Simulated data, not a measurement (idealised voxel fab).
Process module, titled voxel self aligned contacts
Displayed cross-section: cut, width of 240 nm, square cells sized 5 nm.
Just so we're on the same page, the cross-sections are grids of square cells, and they're listed out in bands top to bottom, each band one or more rows deep.
It is stipulated that each band's entry specify, in nanometres, the height of the top of the band and then that of its bottom, followed by the materials of the band in left-to-right sequence, each together with its width in nanometres. A single material marked by the word "edge to edge" is understood to fill the band from edge to edge; the word "air" is understood to denote empty space.
Heights are expressed relative to 0, this being the level below which the as-received wafer comprises one material exclusively. The lowest band is unbounded in the downward direction and is denoted as in "0 down".
Width: "30->40" (first number = top row, second number = bottom row, same change from row to row of cells).
No cell of the cross-section changed in a step that is given as "remains unaltered".
Reported under the label "Enclosed void inventory" are the empty spaces having no open way to the top and comprising 8 cells or more; the notation for each is width x height at distance, in which the distance is measured from the left edge and all three values are in nm.
Step line, after settings: the simulator's comment on this step.
If you see "overlay nm" on a step's line and that step has a mask, it's telling you how far right of where it was planned the mask ended up; a negative number means it went left instead.
[Process steps foreseen in the plan]
1) RECEIVE: material Si
2) CONFORMAL_DEP: material SiO2, thk nm 5
3) DIRECTIONAL_DEP: material polySi, thk nm 25
4) DIRECTIONAL_DEP: material SiN, thk nm 20
5) DIRECTIONAL_DEP: material aC, thk nm 10
6) PATTERN: tone cover, mask id GATE, material resist, width nm 35, pitch nm 75, thk nm 25, overlay nm 0
7) DIRECTIONAL_ETCH: etch materials aC, depth nm 10
8) STRIP: etch materials resist
9) DIRECTIONAL_ETCH: etch materials SiN, depth nm 20
10) DIRECTIONAL_ETCH: etch materials polySi, depth nm 25
11) STRIP: etch materials aC
12) CONFORMAL_DEP: material SiN, thk nm 10
13) DIRECTIONAL_ETCH: etch materials SiN, depth nm 10
14) FILL_DEP: material SiO2, thk nm 10
15) CMP: height nm 55
16) MASKED_ETCH: tone open, mask id CONTACT, width nm 60, etch materials SiO2, depth nm 55, overlay nm 0
17) CONFORMAL_DEP: material TiN, thk nm 5
18) FILL_DEP: material W, thk nm 5
19) CMP: height nm 55
20) CONFORMAL_DEP: material SiCN, thk nm 5
[Below: the first of two wafers, run as planned]
[Step 1 complete: cross-section of the wafer as received]
> 0 down: Si edge to edge
> Enclosed void inventory: none
[Cross-sectional representation of the wafer at the conclusion of step 2]
> 5 to 0: SiO2 edge to edge
> Under 0: no change, same as before.
[Cross-sectional representation of the wafer at the conclusion of step 3]
> 30 to 5: polySi edge to edge
> Under 5: no change, same as before.
[Cross-sectional representation of the wafer at the conclusion of step 4]
> 50 to 30: SiN edge to edge
> Under 30: no change, same as before.
[Cross-sectional representation of the wafer at the conclusion of step 5]
> 60 to 50: aC edge to edge
> Under 50: no change, same as before.
[Cross-sectional representation of the wafer at the conclusion of step 6]
> 85 to 60: 65 nm air  35 nm resist  40 nm air  35 nm resist  65 nm air
> Under 60: no change, same as before.
[Cross-sectional representation of the wafer at the conclusion of step 7]
> 75 to 60: 65 nm air  35 nm resist  40 nm air  35 nm resist  65 nm air
> 60 to 50: 65 nm air  35 nm aC  40 nm air  35 nm aC  65 nm air
> Under 50: no change, same as before.
[Cross-sectional representation of the wafer at the conclusion of step 8]
> 60 to 50: 65 nm air  35 nm aC  40 nm air  35 nm aC  65 nm air
> Under 50: no change, same as before.
[Cross-sectional representation of the wafer at the conclusion of step 9]
> 60 to 50: 65 nm air  35 nm aC  40 nm air  35 nm aC  65 nm air
> 50 to 30: 65 nm air  35 nm SiN  40 nm air  35 nm SiN  65 nm air
> Under 30: no change, same as before.
[Cross-sectional representation of the wafer at the conclusion of step 10]
> 60 to 50: 65 nm air  35 nm aC  40 nm air  35 nm aC  65 nm air
> 50 to 30: 65 nm air  35 nm SiN  40 nm air  35 nm SiN  65 nm air
> 30 to 5: 65 nm air  35 nm polySi  40 nm air  35 nm polySi  65 nm air
> Under 5: no change, same as before.
[Cross-sectional representation of the wafer at the conclusion of step 11]
> 50 to 30: 65 nm air  35 nm SiN  40 nm air  35 nm SiN  65 nm air
> Under 30: no change, same as before.
[Cross-sectional representation of the wafer at the conclusion of step 12]
> 60 to 30: 55 nm air  55 nm SiN  20 nm air  55 nm SiN  55 nm air
> 30 to 15: 55 nm air  10 nm SiN  35 nm polySi  10 nm SiN  20 nm air  10 nm SiN  35 nm polySi  10 nm SiN  55 nm air
> 15 to 5: 65 nm SiN  35 nm polySi  40 nm SiN  35 nm polySi  65 nm SiN
> Under 5: no change, same as before.
[Cross-sectional representation of the wafer at the conclusion of step 13]
> 50 to 30: 55 nm air  55 nm SiN  20 nm air  55 nm SiN  55 nm air
> 30 to 5: 55 nm air  10 nm SiN  35 nm polySi  10 nm SiN  20 nm air  10 nm SiN  35 nm polySi  10 nm SiN  55 nm air
> Under 5: no change, same as before.
[Cross-sectional representation of the wafer at the conclusion of step 14]
> 60 to 50: SiO2 edge to edge
> 50 to 30: 55 nm SiO2  55 nm SiN  20 nm SiO2  55 nm SiN  55 nm SiO2
> 30 to 5: 55 nm SiO2  10 nm SiN  35 nm polySi  10 nm SiN  20 nm SiO2  10 nm SiN  35 nm polySi  10 nm SiN  55 nm SiO2
> Under 5: no change, same as before.
[Cross-sectional representation of the wafer at the conclusion of step 15]
> 55 to 50: SiO2 edge to edge
> Under 50: no change, same as before.
[Cross-sectional representation of the wafer at the conclusion of step 16]
> 55 to 50: 90 nm SiO2  60 nm air  90 nm SiO2
> 50 to 30: 55 nm SiO2  55 nm SiN  20 nm air  55 nm SiN  55 nm SiO2
> 30 to 5: 55 nm SiO2  10 nm SiN  35 nm polySi  10 nm SiN  20 nm air  10 nm SiN  35 nm polySi  10 nm SiN  55 nm SiO2
> 5 to 0: 110 nm SiO2  20 nm air  110 nm SiO2
> Under 0: no change, same as before.
[Cross-sectional representation of the wafer at the conclusion of step 17]
> 60 to 55: 95 nm TiN  50 nm air  95 nm TiN
> 55 to 50: 90 nm SiO2  25 nm TiN  10 nm air  25 nm TiN  90 nm SiO2
> 50 to 30: 55 nm SiO2  55 nm SiN  5 nm TiN  10 nm air  5 nm TiN  55 nm SiN  55 nm SiO2
> 30 to 5: 55 nm SiO2  10 nm SiN  35 nm polySi  10 nm SiN  5 nm TiN  10 nm air  5 nm TiN  10 nm SiN  35 nm polySi  10 nm SiN  55 nm SiO2
> 5 to 0: 110 nm SiO2  20 nm TiN  110 nm SiO2
> Under 0: no change, same as before.
[Cross-sectional representation of the wafer at the conclusion of step 18]
> 65 to 60: W edge to edge
> 60 to 55: 95 nm TiN  50 nm W  95 nm TiN
> 55 to 50: 90 nm SiO2  25 nm TiN  10 nm W  25 nm TiN  90 nm SiO2
> 50 to 30: 55 nm SiO2  55 nm SiN  5 nm TiN  10 nm W  5 nm TiN  55 nm SiN  55 nm SiO2
> 30 to 5: 55 nm SiO2  10 nm SiN  35 nm polySi  10 nm SiN  5 nm TiN  10 nm W  5 nm TiN  10 nm SiN  35 nm polySi  10 nm SiN  55 nm SiO2
> Under 5: no change, same as before.
[Cross-sectional representation of the wafer at the conclusion of step 19]
> 55 to 50: 90 nm SiO2  25 nm TiN  10 nm W  25 nm TiN  90 nm SiO2
> Under 50: no change, same as before.
[Cross-sectional representation of the wafer at the conclusion of step 20]
> 60 to 55: SiCN edge to edge
> Under 55: no change, same as before.
[The Second Wafer: Common Origin and Plan, One Mistake in Execution, Identical to the First Through Step 2]
[Here is the second wafer in cross-section at the point where step 3 of the plan should have been done]
> 25 to 5: SiN edge to edge
> Under 5: no change, same as before.
[Here is the second wafer in cross-section at the point where step 4 of the plan should have been done]
> 50 to 25: polySi edge to edge
> Under 25: no change, same as before.
[Here is the second wafer in cross-section at the point where step 5 of the plan should have been done]
> 60 to 50: aC edge to edge
> Under 50: no change, same as before.
[Here is the second wafer in cross-section at the point where step 6 of the plan should have been done]
> 85 to 60: 65 nm air  35 nm resist  40 nm air  35 nm resist  65 nm air
> Under 60: no change, same as before.
[Here is the second wafer in cross-section at the point where step 7 of the plan should have been done]
> 75 to 60: 65 nm air  35 nm resist  40 nm air  35 nm resist  65 nm air
> 60 to 50: 65 nm air  35 nm aC  40 nm air  35 nm aC  65 nm air
> Under 50: no change, same as before.
[Here is the second wafer in cross-section at the point where step 8 of the plan should have been done]
> 60 to 50: 65 nm air  35 nm aC  40 nm air  35 nm aC  65 nm air
> Under 50: no change, same as before.
Here is the second wafer in cross-section at the point where step 9 of the plan should have been done: remains unaltered
[Here is the second wafer in cross-section at the point where step 10 of the plan should have been done]
> 60 to 50: 65 nm air  35 nm aC  40 nm air  35 nm aC  65 nm air
> 50 to 25: 65 nm air  35 nm polySi  40 nm air  35 nm polySi  65 nm air
> Under 25: no change, same as before.
[Here is the second wafer in cross-section at the point where step 11 of the plan should have been done]
> 50 to 25: 65 nm air  35 nm polySi  40 nm air  35 nm polySi  65 nm air
> Under 25: no change, same as before.
[Here is the second wafer in cross-section at the point where step 12 of the plan should have been done]
> 60 to 50: 55 nm air  55 nm SiN  20 nm air  55 nm SiN  55 nm air
> 50 to 35: 55 nm air  10 nm SiN  35 nm polySi  10 nm SiN  20 nm air  10 nm SiN  35 nm polySi  10 nm SiN  55 nm air
> 35 to 25: 65 nm SiN  35 nm polySi  40 nm SiN  35 nm polySi  65 nm SiN
> Under 25: no change, same as before.
[Here is the second wafer in cross-section at the point where step 13 of the plan should have been done]
> 50 to 25: 55 nm air  10 nm SiN  35 nm polySi  10 nm SiN  20 nm air  10 nm SiN  35 nm polySi  10 nm SiN  55 nm air
> Under 25: no change, same as before.
[Here is the second wafer in cross-section at the point where step 14 of the plan should have been done]
> 60 to 50: SiO2 edge to edge
> 50 to 25: 55 nm SiO2  10 nm SiN  35 nm polySi  10 nm SiN  20 nm SiO2  10 nm SiN  35 nm polySi  10 nm SiN  55 nm SiO2
> Under 25: no change, same as before.
[Here is the second wafer in cross-section at the point where step 15 of the plan should have been done]
> 55 to 50: SiO2 edge to edge
> Under 50: no change, same as before.
[Here is the second wafer in cross-section at the point where step 16 of the plan should have been done]
> 55 to 50: 90 nm SiO2  60 nm air  90 nm SiO2
> 50 to 25: 55 nm SiO2  10 nm SiN  35 nm polySi  10 nm SiN  20 nm air  10 nm SiN  35 nm polySi  10 nm SiN  55 nm SiO2
> Under 25: no change, same as before.
[Here is the second wafer in cross-section at the point where step 17 of the plan should have been done]
> 60 to 55: 95 nm TiN  50 nm air  95 nm TiN
> 55 to 50: 90 nm SiO2  25 nm TiN  10 nm air  25 nm TiN  90 nm SiO2
> 50 to 30: 55 nm SiO2  10 nm SiN  35 nm polySi  10 nm SiN  5 nm TiN  10 nm air  5 nm TiN  10 nm SiN  35 nm polySi  10 nm SiN  55 nm SiO2
> 30 to 25: 55 nm SiO2  10 nm SiN  35 nm polySi  10 nm SiN  20 nm TiN  10 nm SiN  35 nm polySi  10 nm SiN  55 nm SiO2
> Under 25: no change, same as before.
[Here is the second wafer in cross-section at the point where step 18 of the plan should have been done]
> 65 to 60: W edge to edge
> 60 to 55: 95 nm TiN  50 nm W  95 nm TiN
> 55 to 50: 90 nm SiO2  25 nm TiN  10 nm W  25 nm TiN  90 nm SiO2
> 50 to 30: 55 nm SiO2  10 nm SiN  35 nm polySi  10 nm SiN  5 nm TiN  10 nm W  5 nm TiN  10 nm SiN  35 nm polySi  10 nm SiN  55 nm SiO2
> Under 30: no change, same as before.
[Here is the second wafer in cross-section at the point where step 19 of the plan should have been done]
> 55 to 50: 90 nm SiO2  25 nm TiN  10 nm W  25 nm TiN  90 nm SiO2
> Under 50: no change, same as before.
[Here is the second wafer in cross-section at the point where step 20 of the plan should have been done]
> 60 to 55: SiCN edge to edge
> Under 55: no change, same as before.
Deviation noted in wafer processing: so 3 and 4 got swapped relative to the plan, each ran where the other was supposed to
Per the end-of-run cell counts, the second wafer holds more or fewer of some materials than the first: +104 SiN; -84 SiO2; -10 TiN; -10 W
